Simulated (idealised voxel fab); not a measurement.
process module | voxel self aligned vias
cross-section cut | 225 nm wide | cells 5 nm
A cross-section is a grid of square cells, given in bands from the top down. A band is one or more rows of cells.
Each band's line starts with the height of the band's top and of its bottom, in nm. Then come its materials from left to right, each with its width in nm. One material with "throughout" fills the band from edge to edge. "air" is empty space.
Height 0 is the level under which the wafer as received is all one material. The lowest band goes on downwards, as in "0 down".
A width such as "30 to 40" changes by the same amount from each row of cells to the next, from the band's top row to its bottom row.
"no change" after a step means that no cell of the cross-section changed.
closed voids: empty space of 8 cells or more with no open way to the top, each as width x height at its distance from the left edge, in nm
after a step's settings: what the simulator itself notes on the step
overlay nm, on a step with a mask: how far to the right of its planned place the mask lay; to the left if negative
plan
1 op RECEIVE | material Si
2 op CONFORMAL_DEP | material SiO2 | thk nm 15
3 op CONFORMAL_DEP | material SiCN | thk nm 5
4 op DIRECTIONAL_DEP | material SiO2 | thk nm 20
5 op DIRECTIONAL_DEP | material aC | thk nm 10
6 op PATTERN | tone open | mask id LINES | material resist | width nm 20 | pitch nm 45 | thk nm 25 | overlay nm 0
7 op DIRECTIONAL_ETCH | etch materials aC | depth nm 10
8 op STRIP | etch materials resist
9 op DIRECTIONAL_ETCH | etch materials SiO2 | depth nm 20
10 op STRIP | etch materials aC
11 op CONFORMAL_DEP | material TiN | thk nm 5
12 op FILL_DEP | material Ru | thk nm 10
13 op CMP | height nm 40
14 op SELECTIVE_ETCH | etch materials W Ru TiN | depth nm 5
15 op FILL_DEP | material SiN | thk nm 10
16 op CMP | height nm 40
17 op DIRECTIONAL_DEP | material SiO2 | thk nm 20
18 op MASKED_ETCH | tone open | mask id VIAS | width nm 30 | etch materials SiO2 | depth nm 20 | overlay nm 0
19 op MASKED_ETCH | tone open | mask id VIAS | width nm 30 | etch materials SiN | depth nm 5 | overlay nm 0
20 op CONFORMAL_DEP | material TiN | thk nm 5
21 op FILL_DEP | material Ru | thk nm 5
22 op CMP | height nm 60
23 op CONFORMAL_DEP | material SiCN | thk nm 5
as received, after step 1
  0 down: Si throughout
  closed voids: none
a wafer at the end: this start, this plan, one mistake
  65 to 60: SiCN throughout
  60 to 45: SiO2 75 | TiN 5 | Ru 20 | TiN 5 | SiO2 120
  45 to 40: SiO2 75 | TiN 10 | Ru 10 | TiN 10 | SiO2 120
  40 to 35: SiO2 80 | TiN 20 | SiO2 25 | SiN 20 | SiO2 80
  35 to 30: SiO2 80 | TiN 20 | SiO2 25 | TiN 20 | SiO2 80
  30 to 25: SiCN throughout
  25 to 0: SiO2 throughout
  0 down: Si throughout
  closed voids: none
what went wrong: step 2 ran as: op CONFORMAL_DEP | material SiO2 | thk nm 25
